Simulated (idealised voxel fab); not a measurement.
process module | voxel tone inversion
cross-section cut | 275 nm wide | cells 5 nm
A cross-section is a grid of square cells, given in bands from the top down. A band is one or more rows of cells.
Each band's line starts with the height of the band's top and of its bottom, in nm. Then come its materials from left to right, each with its width in nm. One material with "throughout" fills the band from edge to edge. "air" is empty space.
Height 0 is the level under which the wafer as received is all one material. The lowest band goes on downwards, as in "0 down".
A width such as "30 to 40" changes by the same amount from each row of cells to the next, from the band's top row to its bottom row.
"no change" after a step means that no cell of the cross-section changed.
closed voids: empty space of 8 cells or more with no open way to the top, each as width x height at its distance from the left edge, in nm
after a step's settings: what the simulator itself notes on the step
overlay nm, on a step with a mask: how far to the right of its planned place the mask lay; to the left if negative
Each pair below shows a cross-section before one step and the cross-section after it, down to the lowest band that changed. The line under each pair gives the step between them, with its settings. The pairs can come from different runs of this module on the same starting wafer, so a pair continues from the pair above only where its "before" says so.
before
  0 down: Si throughout
  closed voids: none
after
  10 to 0: SiCN throughout
  below 0: unchanged
  closed voids: none
the step between: op CONFORMAL_DEP | material SiCN | thk nm 10
before: the cross-section after the pair above
after
  25 to 10: polySi throughout
  below 10: unchanged
  closed voids: none
the step between: op DIRECTIONAL_DEP | material polySi | thk nm 15
before: the cross-section after the pair above
after
  50 to 25: air 65 | resist 20 | air 20 | resist 20 | air 20 | resist 20 | air 20 | resist 20 | air 70
  below 25: unchanged
  closed voids: none
the step between: op PATTERN | tone cover | mask id POSTS | material resist | width nm 20 | pitch nm 40 | thk nm 25 | overlay nm 0
before: the cross-section after the pair above
after
  50 to 25: air 65 | resist 20 | air 20 | resist 20 | air 20 | resist 20 | air 20 | resist 20 | air 70
  25 to 10: air 65 | polySi 20 | air 20 | polySi 20 | air 20 | polySi 20 | air 20 | polySi 20 | air 70
  below 10: unchanged
  closed voids: none
the step between: op DIRECTIONAL_ETCH | etch materials polySi | depth nm 15
before: the cross-section after the pair above
after
  25 to 10: air 65 | polySi 20 | air 20 | polySi 20 | air 20 | polySi 20 | air 20 | polySi 20 | air 70
  below 10: unchanged
  closed voids: none
the step between: op STRIP | etch materials resist
before: the cross-section after the pair above
after
  35 to 25: lowk throughout
  25 to 10: lowk 65 | polySi 20 | lowk 20 | polySi 20 | lowk 20 | polySi 20 | lowk 20 | polySi 20 | lowk 70
  below 10: unchanged
  closed voids: none
the step between: op FILL_DEP | material lowk | thk nm 10
before: the cross-section after the pair above
after
  25 to 10: lowk 65 | polySi 20 | lowk 20 | polySi 20 | lowk 20 | polySi 20 | lowk 20 | polySi 20 | lowk 70
  below 10: unchanged
  closed voids: none
the step between: op CMP | height nm 25
before: the cross-section after the pair above
after
  25 to 10: lowk 65 | air 20 | lowk 20 | air 20 | lowk 20 | air 20 | lowk 20 | air 20 | lowk 70
  below 10: unchanged
  closed voids: none
the step between: op STRIP | etch materials polySi
before: the cross-section after the pair above
after
  30 to 25: TiN 70 | air 10 | TiN 30 | air 10 | TiN 30 | air 10 | TiN 30 | air 10 | TiN 75
  25 to 15: lowk 65 | TiN 5 | air 10 | TiN 5 | lowk 20 | TiN 5 | air 10 | TiN 5 | lowk 20 | TiN 5 | air 10 | TiN 5 | lowk 20 | TiN 5 | air 10 | TiN 5 | lowk 70
  15 to 10: lowk 65 | TiN 20 | lowk 20 | TiN 20 | lowk 20 | TiN 20 | lowk 20 | TiN 20 | lowk 70
  below 10: unchanged
  closed voids: none
the step between: op CONFORMAL_DEP | material TiN | thk nm 5
before: the cross-section after the pair above
after
  40 to 30: Ru throughout
  30 to 25: TiN 70 | Ru 10 | TiN 30 | Ru 10 | TiN 30 | Ru 10 | TiN 30 | Ru 10 | TiN 75
  25 to 15: lowk 65 | TiN 5 | Ru 10 | TiN 5 | lowk 20 | TiN 5 | Ru 10 | TiN 5 | lowk 20 | TiN 5 | Ru 10 | TiN 5 | lowk 20 | TiN 5 | Ru 10 | TiN 5 | lowk 70
  below 15: unchanged
  closed voids: none
the step between: op FILL_DEP | material Ru | thk nm 10
before: the cross-section after the pair above
after
  25 to 15: lowk 65 | TiN 5 | Ru 10 | TiN 5 | lowk 20 | TiN 5 | Ru 10 | TiN 5 | lowk 20 | TiN 5 | Ru 10 | TiN 5 | lowk 20 | TiN 5 | Ru 10 | TiN 5 | lowk 70
  below 15: unchanged
  closed voids: none
the step between: op CMP | height nm 25
before: the cross-section after the pair above
after
  30 to 25: SiN throughout
  below 25: unchanged
  closed voids: none
the step between: op CONFORMAL_DEP | material SiN | thk nm 5
before
  40 to 30: Ru throughout
  30 to 25: TiN 70 | Ru 10 | TiN 30 | Ru 10 | TiN 30 | Ru 10 | TiN 30 | Ru 10 | TiN 75
  25 to 15: lowk 65 | TiN 5 | Ru 10 | TiN 5 | lowk 20 | TiN 5 | Ru 10 | TiN 5 | lowk 20 | TiN 5 | Ru 10 | TiN 5 | lowk 20 | TiN 5 | Ru 10 | TiN 5 | lowk 70
  15 to 10: lowk 65 | TiN 20 | lowk 20 | TiN 20 | lowk 20 | TiN 20 | lowk 20 | TiN 20 | lowk 70
  10 to 0: SiCN throughout
  0 down: Si throughout
  closed voids: none
after
  45 to 40: SiN throughout
  below 40: unchanged
  closed voids: none
the step between: op CONFORMAL_DEP | material SiN | thk nm 5
before
  0 down: Si throughout
  closed voids: none
after
  15 to 0: polySi throughout
  below 0: unchanged
  closed voids: none
the step between: op DIRECTIONAL_DEP | material polySi | thk nm 15
before: the cross-section after the pair above
after
  25 to 15: SiCN throughout
  below 15: unchanged
  closed voids: none
the step between: op CONFORMAL_DEP | material SiCN | thk nm 10
before: the cross-section after the pair above
after
  50 to 25: air 65 | resist 20 | air 20 | resist 20 | air 20 | resist 20 | air 20 | resist 20 | air 70
  below 25: unchanged
  closed voids: none
the step between: op PATTERN | tone cover | mask id POSTS | material resist | width nm 20 | pitch nm 40 | thk nm 25 | overlay nm 0
before: the cross-section after the pair above
after
  25 to 15: SiCN throughout
  below 15: unchanged
  closed voids: none
the step between: op STRIP | etch materials resist
before: the cross-section after the pair above
after
  35 to 25: lowk throughout
  below 25: unchanged
  closed voids: none
the step between: op FILL_DEP | material lowk | thk nm 10
before: the cross-section after the pair above
after
  25 to 15: SiCN throughout
  below 15: unchanged
  closed voids: none
the step between: op CMP | height nm 25
before: the cross-section after the pair above
after
  30 to 25: TiN throughout
  below 25: unchanged
  closed voids: none
the step between: op CONFORMAL_DEP | material TiN | thk nm 5
before: the cross-section after the pair above
after
  40 to 30: Ru throughout
  below 30: unchanged
  closed voids: none
the step between: op FILL_DEP | material Ru | thk nm 10
before: the cross-section after the pair above
after
  25 to 15: SiCN throughout
  below 15: unchanged
  closed voids: none
the step between: op CMP | height nm 25
before: the cross-section after the pair above
after
  30 to 25: SiN throughout
  below 25: unchanged
  closed voids: none
the step between: op CONFORMAL_DEP | material SiN | thk nm 5
before
  40 to 30: Ru throughout
  30 to 25: TiN 70 | Ru 10 | TiN 30 | Ru 10 | TiN 30 | Ru 10 | TiN 30 | Ru 10 | TiN 75
  25 to 15: lowk 65 | TiN 5 | Ru 10 | TiN 5 | lowk 20 | TiN 5 | Ru 10 | TiN 5 | lowk 20 | TiN 5 | Ru 10 | TiN 5 | lowk 20 | TiN 5 | Ru 10 | TiN 5 | lowk 70
  15 to 10: lowk 65 | TiN 20 | lowk 20 | TiN 20 | lowk 20 | TiN 20 | lowk 20 | TiN 20 | lowk 70
  10 to 0: SiCN throughout
  0 down: Si throughout
  closed voids: none
after
  35 to 30: Ru throughout
  below 30: unchanged
  closed voids: none
the step between: op CMP | height nm 35
before: the cross-section after the pair above
after
  40 to 35: SiN throughout
  below 35: unchanged
  closed voids: none
the step between: op CONFORMAL_DEP | material SiN | thk nm 5
before
  25 to 10: polySi throughout
  10 to 0: SiCN throughout
  0 down: Si throughout
  closed voids: none
after
  50 to 25: air 70 | resist 15 | air 25 | resist 15 | air 25 | resist 15 | air 25 | resist 15 | air 70
  below 25: unchanged
  closed voids: none
the step between: op PATTERN | tone cover | mask id POSTS | material resist | width nm 15 | pitch nm 40 | thk nm 25 | overlay nm 0
before: the cross-section after the pair above
after
  50 to 25: air 70 | resist 15 | air 25 | resist 15 | air 25 | resist 15 | air 25 | resist 15 | air 70
  25 to 10: air 70 | polySi 15 | air 25 | polySi 15 | air 25 | polySi 15 | air 25 | polySi 15 | air 70
  below 10: unchanged
  closed voids: none
the step between: op DIRECTIONAL_ETCH | etch materials polySi | depth nm 15
before: the cross-section after the pair above
after
  25 to 10: air 70 | polySi 15 | air 25 | polySi 15 | air 25 | polySi 15 | air 25 | polySi 15 | air 70
  below 10: unchanged
  closed voids: none
the step between: op STRIP | etch materials resist
before: the cross-section after the pair above
after
  35 to 25: lowk throughout
  25 to 10: lowk 70 | polySi 15 | lowk 25 | polySi 15 | lowk 25 | polySi 15 | lowk 25 | polySi 15 | lowk 70
  below 10: unchanged
  closed voids: none
the step between: op FILL_DEP | material lowk | thk nm 10
before: the cross-section after the pair above
after
  25 to 10: lowk 70 | polySi 15 | lowk 25 | polySi 15 | lowk 25 | polySi 15 | lowk 25 | polySi 15 | lowk 70
  below 10: unchanged
  closed voids: none
the step between: op CMP | height nm 25
before: the cross-section after the pair above
after
  25 to 10: lowk 70 | air 15 | lowk 25 | air 15 | lowk 25 | air 15 | lowk 25 | air 15 | lowk 70
  below 10: unchanged
  closed voids: none
the step between: op STRIP | etch materials polySi
before: the cross-section after the pair above
after
  30 to 25: TiN 75 | air 5 | TiN 35 | air 5 | TiN 35 | air 5 | TiN 35 | air 5 | TiN 75
  25 to 15: lowk 70 | TiN 5 | air 5 | TiN 5 | lowk 25 | TiN 5 | air 5 | TiN 5 | lowk 25 | TiN 5 | air 5 | TiN 5 | lowk 25 | TiN 5 | air 5 | TiN 5 | lowk 70
  15 to 10: lowk 70 | TiN 15 | lowk 25 | TiN 15 | lowk 25 | TiN 15 | lowk 25 | TiN 15 | lowk 70
  below 10: unchanged
  closed voids: none
the step between: op CONFORMAL_DEP | material TiN | thk nm 5
before: the cross-section after the pair above
after
  40 to 30: Ru throughout
  30 to 25: TiN 75 | Ru 5 | TiN 35 | Ru 5 | TiN 35 | Ru 5 | TiN 35 | Ru 5 | TiN 75
  25 to 15: lowk 70 | TiN 5 | Ru 5 | TiN 5 | lowk 25 | TiN 5 | Ru 5 | TiN 5 | lowk 25 | TiN 5 | Ru 5 | TiN 5 | lowk 25 | TiN 5 | Ru 5 | TiN 5 | lowk 70
  below 15: unchanged
  closed voids: none
the step between: op FILL_DEP | material Ru | thk nm 10
before: the cross-section after the pair above
after
  25 to 15: lowk 70 | TiN 5 | Ru 5 | TiN 5 | lowk 25 | TiN 5 | Ru 5 | TiN 5 | lowk 25 | TiN 5 | Ru 5 | TiN 5 | lowk 25 | TiN 5 | Ru 5 | TiN 5 | lowk 70
  below 15: unchanged
  closed voids: none
the step between: op CMP | height nm 25
before: the cross-section after the pair above
after
  30 to 25: SiN throughout
  below 25: unchanged
  closed voids: none
the step between: op CONFORMAL_DEP | material SiN | thk nm 5
before
  25 to 10: polySi throughout
  10 to 0: SiCN throughout
  0 down: Si throughout
  closed voids: none
after
  50 to 25: air 55 | resist 20 | air 20 | resist 20 | air 20 | resist 20 | air 20 | resist 20 | air 80
  below 25: unchanged
  closed voids: none
the step between: op PATTERN | tone cover | mask id POSTS | material resist | width nm 20 | pitch nm 40 | thk nm 25 | overlay nm -10
before: the cross-section after the pair above
after
  50 to 25: air 55 | resist 20 | air 20 | resist 20 | air 20 | resist 20 | air 20 | resist 20 | air 80
  25 to 10: air 55 | polySi 20 | air 20 | polySi 20 | air 20 | polySi 20 | air 20 | polySi 20 | air 80
  below 10: unchanged
  closed voids: none
the step between: op DIRECTIONAL_ETCH | etch materials polySi | depth nm 15
before: the cross-section after the pair above
after
  25 to 10: air 55 | polySi 20 | air 20 | polySi 20 | air 20 | polySi 20 | air 20 | polySi 20 | air 80
  below 10: unchanged
  closed voids: none
the step between: op STRIP | etch materials resist
before: the cross-section after the pair above
after
  35 to 25: lowk throughout
  25 to 10: lowk 55 | polySi 20 | lowk 20 | polySi 20 | lowk 20 | polySi 20 | lowk 20 | polySi 20 | lowk 80
  below 10: unchanged
  closed voids: none
the step between: op FILL_DEP | material lowk | thk nm 10
before: the cross-section after the pair above
after
  25 to 10: lowk 55 | polySi 20 | lowk 20 | polySi 20 | lowk 20 | polySi 20 | lowk 20 | polySi 20 | lowk 80
  below 10: unchanged
  closed voids: none
the step between: op CMP | height nm 25
before: the cross-section after the pair above
after
  25 to 10: lowk 55 | air 20 | lowk 20 | air 20 | lowk 20 | air 20 | lowk 20 | air 20 | lowk 80
  below 10: unchanged
  closed voids: none
the step between: op STRIP | etch materials polySi
before: the cross-section after the pair above
after
  30 to 25: TiN 60 | air 10 | TiN 30 | air 10 | TiN 30 | air 10 | TiN 30 | air 10 | TiN 85
  25 to 15: lowk 55 | TiN 5 | air 10 | TiN 5 | lowk 20 | TiN 5 | air 10 | TiN 5 | lowk 20 | TiN 5 | air 10 | TiN 5 | lowk 20 | TiN 5 | air 10 | TiN 5 | lowk 80
  15 to 10: lowk 55 | TiN 20 | lowk 20 | TiN 20 | lowk 20 | TiN 20 | lowk 20 | TiN 20 | lowk 80
  below 10: unchanged
  closed voids: none
the step between: op CONFORMAL_DEP | material TiN | thk nm 5
before: the cross-section after the pair above
after
  40 to 30: Ru throughout
  30 to 25: TiN 60 | Ru 10 | TiN 30 | Ru 10 | TiN 30 | Ru 10 | TiN 30 | Ru 10 | TiN 85
  25 to 15: lowk 55 | TiN 5 | Ru 10 | TiN 5 | lowk 20 | TiN 5 | Ru 10 | TiN 5 | lowk 20 | TiN 5 | Ru 10 | TiN 5 | lowk 20 | TiN 5 | Ru 10 | TiN 5 | lowk 80
  below 15: unchanged
  closed voids: none
the step between: op FILL_DEP | material Ru | thk nm 10
before: the cross-section after the pair above
after
  25 to 15: lowk 55 | TiN 5 | Ru 10 | TiN 5 | lowk 20 | TiN 5 | Ru 10 | TiN 5 | lowk 20 | TiN 5 | Ru 10 | TiN 5 | lowk 20 | TiN 5 | Ru 10 | TiN 5 | lowk 80
  below 15: unchanged
  closed voids: none
the step between: op CMP | height nm 25
before: the cross-section after the pair above
after
  30 to 25: SiN throughout
  below 25: unchanged
  closed voids: none
the step between: op CONFORMAL_DEP | material SiN | thk nm 5
before
  25 to 10: air 65 | polySi 20 | air 20 | polySi 20 | air 20 | polySi 20 | air 20 | polySi 20 | air 70
  10 to 0: SiCN throughout
  0 down: Si throughout
  closed voids: none
after
  35 to 25: Ru throughout
  25 to 10: Ru 65 | polySi 20 | Ru 20 | polySi 20 | Ru 20 | polySi 20 | Ru 20 | polySi 20 | Ru 70
  below 10: unchanged
  closed voids: none
the step between: op FILL_DEP | material Ru | thk nm 10
before: the cross-section after the pair above
after
  25 to 10: Ru 65 | polySi 20 | Ru 20 | polySi 20 | Ru 20 | polySi 20 | Ru 20 | polySi 20 | Ru 70
  below 10: unchanged
  closed voids: none
the step between: op CMP | height nm 25
before: the cross-section after the pair above
after
  25 to 10: Ru 65 | air 20 | Ru 20 | air 20 | Ru 20 | air 20 | Ru 20 | air 20 | Ru 70
  below 10: unchanged
  closed voids: none
the step between: op STRIP | etch materials polySi
before: the cross-section after the pair above
after
  30 to 25: TiN 70 | air 10 | TiN 30 | air 10 | TiN 30 | air 10 | TiN 30 | air 10 | TiN 75
  25 to 15: Ru 65 | TiN 5 | air 10 | TiN 5 | Ru 20 | TiN 5 | air 10 | TiN 5 | Ru 20 | TiN 5 | air 10 | TiN 5 | Ru 20 | TiN 5 | air 10 | TiN 5 | Ru 70
  15 to 10: Ru 65 | TiN 20 | Ru 20 | TiN 20 | Ru 20 | TiN 20 | Ru 20 | TiN 20 | Ru 70
  below 10: unchanged
  closed voids: none
the step between: op CONFORMAL_DEP | material TiN | thk nm 5
before: the cross-section after the pair above
after
  40 to 30: Ru throughout
  30 to 25: TiN 70 | Ru 10 | TiN 30 | Ru 10 | TiN 30 | Ru 10 | TiN 30 | Ru 10 | TiN 75
  25 to 15: Ru 65 | TiN 5 | Ru 10 | TiN 5 | Ru 20 | TiN 5 | Ru 10 | TiN 5 | Ru 20 | TiN 5 | Ru 10 | TiN 5 | Ru 20 | TiN 5 | Ru 10 | TiN 5 | Ru 70
  below 15: unchanged
  closed voids: none
the step between: op FILL_DEP | material Ru | thk nm 10
before: the cross-section after the pair above
after
  25 to 15: Ru 65 | TiN 5 | Ru 10 | TiN 5 | Ru 20 | TiN 5 | Ru 10 | TiN 5 | Ru 20 | TiN 5 | Ru 10 | TiN 5 | Ru 20 | TiN 5 | Ru 10 | TiN 5 | Ru 70
  below 15: unchanged
  closed voids: none
the step between: op CMP | height nm 25
before: the cross-section after the pair above
after
  30 to 25: SiN throughout
  below 25: unchanged
  closed voids: none
the step between: op CONFORMAL_DEP | material SiN | thk nm 5
before
  25 to 10: polySi throughout
  10 to 0: SiCN throughout
  0 down: Si throughout
  closed voids: none
after
  50 to 25: resist 65 | air 20 | resist 20 | air 20 | resist 20 | air 20 | resist 20 | air 20 | resist 70
  below 25: unchanged
  closed voids: none
the step between: op PATTERN | tone open | mask id POSTS | material resist | width nm 20 | pitch nm 40 | thk nm 25 | overlay nm 0
before: the cross-section after the pair above
after
  50 to 25: resist 65 | air 20 | resist 20 | air 20 | resist 20 | air 20 | resist 20 | air 20 | resist 70
  25 to 10: polySi 65 | air 20 | polySi 20 | air 20 | polySi 20 | air 20 | polySi 20 | air 20 | polySi 70
  below 10: unchanged
  closed voids: none
the step between: op DIRECTIONAL_ETCH | etch materials polySi | depth nm 15
before: the cross-section after the pair above
after
  25 to 10: polySi 65 | air 20 | polySi 20 | air 20 | polySi 20 | air 20 | polySi 20 | air 20 | polySi 70
  below 10: unchanged
  closed voids: none
the step between: op STRIP | etch materials resist
before: the cross-section after the pair above
after
  35 to 25: lowk throughout
  25 to 10: polySi 65 | lowk 20 | polySi 20 | lowk 20 | polySi 20 | lowk 20 | polySi 20 | lowk 20 | polySi 70
  below 10: unchanged
  closed voids: none
the step between: op FILL_DEP | material lowk | thk nm 10
before: the cross-section after the pair above
after
  25 to 10: polySi 65 | lowk 20 | polySi 20 | lowk 20 | polySi 20 | lowk 20 | polySi 20 | lowk 20 | polySi 70
  below 10: unchanged
  closed voids: none
the step between: op CMP | height nm 25
before: the cross-section after the pair above
after
  25 to 10: air 65 | lowk 20 | air 20 | lowk 20 | air 20 | lowk 20 | air 20 | lowk 20 | air 70
  below 10: unchanged
  closed voids: none
the step between: op STRIP | etch materials polySi
before: the cross-section after the pair above
after
  30 to 25: air 60 | TiN 30 | air 10 | TiN 30 | air 10 | TiN 30 | air 10 | TiN 30 | air 65
  25 to 15: air 60 | TiN 5 | lowk 20 | TiN 5 | air 10 | TiN 5 | lowk 20 | TiN 5 | air 10 | TiN 5 | lowk 20 | TiN 5 | air 10 | TiN 5 | lowk 20 | TiN 5 | air 65
  15 to 10: TiN 65 | lowk 20 | TiN 20 | lowk 20 | TiN 20 | lowk 20 | TiN 20 | lowk 20 | TiN 70
  below 10: unchanged
  closed voids: none
the step between: op CONFORMAL_DEP | material TiN | thk nm 5
before: the cross-section after the pair above
after
  40 to 30: Ru throughout
  30 to 25: Ru 60 | TiN 30 | Ru 10 | TiN 30 | Ru 10 | TiN 30 | Ru 10 | TiN 30 | Ru 65
  25 to 15: Ru 60 | TiN 5 | lowk 20 | TiN 5 | Ru 10 | TiN 5 | lowk 20 | TiN 5 | Ru 10 | TiN 5 | lowk 20 | TiN 5 | Ru 10 | TiN 5 | lowk 20 | TiN 5 | Ru 65
  below 15: unchanged
  closed voids: none
the step between: op FILL_DEP | material Ru | thk nm 10
before: the cross-section after the pair above
after
  25 to 15: Ru 60 | TiN 5 | lowk 20 | TiN 5 | Ru 10 | TiN 5 | lowk 20 | TiN 5 | Ru 10 | TiN 5 | lowk 20 | TiN 5 | Ru 10 | TiN 5 | lowk 20 | TiN 5 | Ru 65
  below 15: unchanged
  closed voids: none
the step between: op CMP | height nm 25
before: the cross-section after the pair above
after
  30 to 25: SiN throughout
  below 25: unchanged
  closed voids: none
the step between: op CONFORMAL_DEP | material SiN | thk nm 5
